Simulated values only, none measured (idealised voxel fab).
The process module presented herein is designated voxel air gaps.
FYI the section here is cut, 255 nm wide, cells are 5 nm squares.
When this document writes out a cross-section, it uses a grid of square cells and lists it as bands, beginning at the top and moving down, with a band standing for one or more rows of cells. The entry gives the band's vertical extent as a top height and a bottom height in nm, then its horizontal make-up as materials from left to right, each with a width in nm. "empty" stands for empty space; a single material marked "full width" fills the band edge to edge. Where do heights start? At 0: under that level the wafer as delivered is made of one material only. And the lowest band has no floor; it just carries on downward, as in "0 down". Quick explanation for "30..40": the width changes in equal steps down the rows of cells, from the first number in the band's top row to the second number in its bottom row. Where a step carries "nothing different", the cross-section came out of it unchanged, cell for cell. "Enclosed void list" specifies each empty space that is not open to the top and that occupies no fewer than 8 cells, using the form width x height at distance, the distance measured from the left edge and all three quantities in nm. Read whatever lies past the settings on a step's line as the simulator's own remark about the step. Steps that use a mask can have "overlay nm" on their line. It says how far the mask sat to the right of where it was meant to be. Negative means to the left.
Steps planned for the process:
step 1: RECEIVE, material Si
step 2: CONFORMAL_DEP, material SiO2, thk nm 15
step 3: CONFORMAL_DEP, material SiN, thk nm 5
step 4: DIRECTIONAL_DEP, material SiO2, thk nm 35
step 5: MASKED_ETCH, tone open, mask id LINES, width nm 15, pitch nm 45, etch materials SiO2, depth nm 35, overlay nm 0
step 6: CONFORMAL_DEP, material TiN, thk nm 5
step 7: FILL_DEP, material W, thk nm 10
step 8: CMP, height nm 55
step 9: EPI, material Ru, thk nm 10
step 10: SELECTIVE_ETCH, etch materials SiO2, depth nm 45
step 11: CONFORMAL_DEP, material SiN, thk nm 5
Quick note for whoever runs this: the wafers start identical, but the thk nm at step 11 isn't the same across them. The plan just shows what the first wafer had.
This is how the first of several wafers looked in cross-section when it arrived, which is after step 1:
0 down = Si full width
Enclosed void list: none
Basically each wafer gets a line in the table, showing it at the end of the module: material by material, the cells it gained (+) or lost (-) since we got it, then its closed voids:
thk nm 5, +56 Ru, +206 SiN, +153 SiO2, +60 TiN, +24 W, Enclosed void list: 20 x 25 at 70; 20 x 25 at 115; 20 x 25 at 160
thk nm 10, +56 Ru, +283 SiN, +153 SiO2, +60 TiN, +24 W, Enclosed void list: 20 x 25 at 70; 20 x 25 at 115; 20 x 25 at 160
thk nm 15, +56 Ru, +360 SiN, +153 SiO2, +60 TiN, +24 W, Enclosed void list: 20 x 25 at 70; 20 x 25 at 115; 20 x 25 at 160
thk nm 20, +56 Ru, +433 SiN, +153 SiO2, +60 TiN, +24 W, Enclosed void list: 20 x 25 at 70; 20 x 25 at 115; 20 x 25 at 160
